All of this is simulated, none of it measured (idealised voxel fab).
The following is a process module called voxel double patterning.
This is section cut - it's 200 nm across, gridded in 5 nm square cells.
Cross-sections here: square-cell grids, written as top-down lists of bands, a band being one or more rows of cells. Band: top height; bottom height; in nm. Then, left to right: material with width in nm, for each material. "throughout": a single material spanning edge to edge. "empty": empty space. The reference from which all heights are counted is 0, the level beneath which the as-received wafer is entirely one material; the lowest band, having no lower bound, proceeds downward and is written after the example "0..down". It should be noted that a width expressed as "30->40" varies in equal increments from row to row of cells within the band, taking the value of the first number at the top row and that of the second number at the bottom row. It should be understood that the words "nothing got changed", when stated for a given step, signify that the cross-section underwent no change in any of its cells during that step. Listed in "Voids lacking openings": every empty space of 8 or more cells without an open way to the top. Form: width x height at distance, the distance being from the left edge, all in nm. Step line, after settings: the simulator's comment on this step. overlay nm: where the mask lay relative to plan, measured to the right, on steps with a mask; negatives go left.
# Here's what the planned process steps look like
1) RECEIVE with material Si
2) CONFORMAL_DEP with material SiO2, thk nm 10
3) DIRECTIONAL_DEP with material W, thk nm 10
4) DIRECTIONAL_DEP with material SiN, thk nm 5
5) MASKED_ETCH with tone open, mask id FIRST, width nm 15, pitch nm 50, etch materials SiN, depth nm 10, overlay nm 0
6) MASKED_ETCH with tone open, mask id SECOND, width nm 15, etch materials SiN, depth nm 10, overlay nm 0
7) DIRECTIONAL_ETCH with etch materials W, depth nm 10
8) STRIP with etch materials SiN
The wafers in this document start out alike and differ in the thk nm applied at step 4; the plan shows the value used for the first wafer.
# Cross-section of the first of several received wafers, showing its state after step 1
    0..down: Si throughout
    Voids lacking openings: none
# Cross-section after step 8, the final step of the module, for the first of several wafers
    20..10: W (65)  empty (15)  W (10)  empty (15)  W (10)  empty (15)  W (70)
    10..0: SiO2 throughout
    0..down: Si throughout
    Voids lacking openings: none
# Sectional view of the last wafer upon completion of the module
    20..10: W throughout
    10..0: SiO2 throughout
    0..down: Si throughout
    Voids lacking openings: none
# Wafer rows, end of module: cells per material gained (+) or lost (-) since receipt; closed voids last
thk nm 5 | +80 SiO2 | +62 W | Voids lacking openings: none
thk nm 10 | +80 SiO2 | +62 W | Voids lacking openings: none
thk nm 15 | +80 SiO2 | +80 W | Voids lacking openings: none
thk nm 20 | +80 SiO2 | +80 W | Voids lacking openings: none
thk nm 25 | +80 SiO2 | +80 W | Voids lacking openings: none
